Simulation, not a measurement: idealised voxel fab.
The document below concerns the process module designated voxel self aligned contacts.
Displayed cross-section: cut, width of 250 nm, square cells sized 5 nm.
Format of a cross-section: grid, square cells. Given as bands. Order: top down. Band: one or more rows of cells. Heights first: top, then bottom, in nm. Then materials, left to right, each with a width in nm. "all across" on a single material: fills the band edge to edge. "air": empty space. It should be noted that heights are counted from 0, beneath which the wafer as supplied is of one material throughout, and that the lowest band possesses no lower boundary but continues downward, as written in "0..down". The two numbers in a width such as "30..40" mark its ends across the band: the first belongs to the top row of cells, the second to the bottom row, and from each row to the next the width moves by the same amount. For the purposes of this document, the phrase "no alteration" attached to a step denotes that no cell within the cross-section was modified by that step. "Trapped void list" lists enclosed empty spaces (at least 8 cells, no open path upward to the top), each as width x height at distance from the left edge, in nm. Note: text after step settings on the step line = simulator remark on that step. The optional step-line setting "overlay nm" applies to steps with a mask and quantifies how far to the right of its planned location the mask lay, a negative value indicating leftward placement.
Below is the list of planned process steps
| 1 | RECEIVE (material Si) |
| 2 | OXIDIZE (depth nm 5) |
| 3 | DIRECTIONAL_DEP (material polySi; thk nm 25) |
| 4 | DIRECTIONAL_DEP (material SiN; thk nm 15) |
| 5 | PATTERN (tone cover; mask id GATE; material resist; width nm 35; pitch nm 60; thk nm 20; overlay nm 0) |
| 6 | DIRECTIONAL_ETCH (etch materials SiN; depth nm 15) |
| 7 | DIRECTIONAL_ETCH (etch materials polySi; depth nm 25) |
| 8 | STRIP (etch materials resist) |
| 9 | CONFORMAL_DEP (material SiN; thk nm 5) |
| 10 | DIRECTIONAL_ETCH (etch materials SiN; depth nm 5) |
| 11 | FILL_DEP (material SiO2; thk nm 20) |
| 12 | CMP (height nm 50) |
| 13 | DIRECTIONAL_DEP (material aC; thk nm 10) |
| 14 | PATTERN (tone open; mask id CONTACT; material resist; width nm 45; thk nm 30; overlay nm 0) |
| 15 | DIRECTIONAL_ETCH (etch materials aC; depth nm 10) |
| 16 | STRIP (etch materials resist) |
| 17 | DIRECTIONAL_ETCH (etch materials SiO2; depth nm 55) |
| 18 | STRIP (etch materials aC) |
| 19 | CONFORMAL_DEP (material TiN; thk nm 5) |
| 20 | FILL_DEP (material W; thk nm 5) |
| 21 | CMP (height nm 40) |
| 22 | CONFORMAL_DEP (material SiN; thk nm 5) |
The wafers are alike at the start. At step 21, their height nm differs. The plan lists the first wafer's value.
This is how the first of several wafers looked in cross-section when it arrived, which is after step 1
- 0..down = Si all across
- Trapped void list: none
The figure below presents a cross-section of the first of several wafers at the conclusion of the module, following its last step, step 22
- 45..40 = SiN all across
- 40..25 = SiO2 (70) / SiN (45) / TiN (5) / W (5) / TiN (5) / SiN (45) / SiO2 (75)
- 25..0 = SiO2 (70) / SiN (5) / polySi (35) / SiN (5) / TiN (5) / W (5) / TiN (5) / SiN (5) / polySi (35) / SiN (5) / SiO2 (75)
- 0..-5 = SiO2 (115) / TiN (15) / SiO2 (120)
- -5..down = Si all across
- Trapped void list: none
Module end, final wafer: cross-section
- 65..60 = SiN all across
- 60..55 = W all across
- 55..50 = TiN (105) / W (35) / TiN (110)
- 50..40 = SiO2 (100) / TiN (5..20) / W (35..5) / TiN (5..20) / SiO2 (105)
- 40..25 = SiO2 (70) / SiN (45) / TiN (5) / W (5) / TiN (5) / SiN (45) / SiO2 (75)
- 25..0 = SiO2 (70) / SiN (5) / polySi (35) / SiN (5) / TiN (5) / W (5) / TiN (5) / SiN (5) / polySi (35) / SiN (5) / SiO2 (75)
- 0..-5 = SiO2 (115) / TiN (15) / SiO2 (120)
- -5..down = Si all across
- Trapped void list: none
End of module, by wafer: material-by-material cell gain (+) or loss (-) since receipt, then closed voids
height nm 40 | -50 Si | +124 SiN | +279 SiO2 | +19 TiN | +8 W | +70 polySi | Trapped void list: none
height nm 45 | -50 Si | +124 SiN | +320 SiO2 | +27 TiN | +9 W | +70 polySi | Trapped void list: none
height nm 50 | -50 Si | +124 SiN | +361 SiO2 | +29 TiN | +16 W | +70 polySi | Trapped void list: none
height nm 55 | -50 Si | +124 SiN | +361 SiO2 | +72 TiN | +23 W | +70 polySi | Trapped void list: none
height nm 60 | -50 Si | +124 SiN | +361 SiO2 | +72 TiN | +73 W | +70 polySi | Trapped void list: none
